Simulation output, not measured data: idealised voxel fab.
process module | voxel ribs on slabs
Section cut is 270 nm wide and gridded with 5 nm square cells.
For the purposes of this document, a cross-section shall be understood as a grid of square cells, specified as bands listed in top-to-bottom order, each band consisting of one or more rows of cells. Top height, bottom height, nm. Materials left to right, width each, nm. Single material + "throughout" = fills band edge to edge. "air" = empty. Below 0: as-received wafer, all one material; heights counted from there. Lowest band: no bottom, goes on down, written "0 and below". Read "30..40" as a graded width: first number on top, second number at the bottom, same change between each pair of neighbouring rows. Where the words "nothing different" appear for a step, the cross-section shows no cell changed by that step; every cell remained as before. "Voids, fully enclosed" specifies each empty space that is not open to the top and that occupies no fewer than 8 cells, using the form width x height at distance, the distance measured from the left edge and all three quantities in nm. Step line, after settings: the simulator's comment on this step. When a step includes a mask, the "overlay nm" setting on its line states how far to the right of its planned place that mask lay, and negative values state how far to the left.

### The following list gives the planned process steps
1,RECEIVE | material Si
2,DIRECTIONAL_DEP | material SiO2 | thk nm 25
3,DIRECTIONAL_DEP | material polySi | thk nm 15
4,MASKED_ETCH | tone cover | mask id RIB | width nm 20 | etch materials polySi | depth nm 5 | overlay nm 0
5,MASKED_ETCH | tone cover | mask id SLAB | width nm 80 | etch materials polySi | depth nm 10 | overlay nm 0
6,FILL_DEP | material SiO2 | thk nm 15
7,CMP | height nm 50
8,DIRECTIONAL_DEP | material TiN | thk nm 10
9,DIRECTIONAL_DEP | material aC | thk nm 10
10,PATTERN | tone cover | mask id HEATER | material resist | width nm 30 | thk nm 25 | overlay nm 0
11,DIRECTIONAL_ETCH | etch materials aC | depth nm 10
12,STRIP | etch materials resist
13,DIRECTIONAL_ETCH | etch materials TiN | depth nm 10
14,STRIP | etch materials aC
15,CONFORMAL_DEP | material SiN | thk nm 5

### as received, after step 1
    0 and below: Si throughout
    Voids, fully enclosed: none

### Final wafer profile in cross-section after the module, from the same start and plan as above, with one mistake made during processing
    65 down to 60: 115 nm air; 40 nm SiN; 115 nm air
    60 down to 55: 115 nm air; 5 nm SiN; 30 nm TiN; 5 nm SiN; 115 nm air
    55 down to 50: 120 nm SiN; 30 nm TiN; 120 nm SiN
    50 down to 40: 95 nm SiO2; 80 nm polySi; 95 nm SiO2
    40 down to 25: polySi throughout
    25 down to 0: SiO2 throughout
    0 and below: Si throughout
    Voids, fully enclosed: none
Which mistake was made when the wafer was run? twice over, step 3 of the plan was run
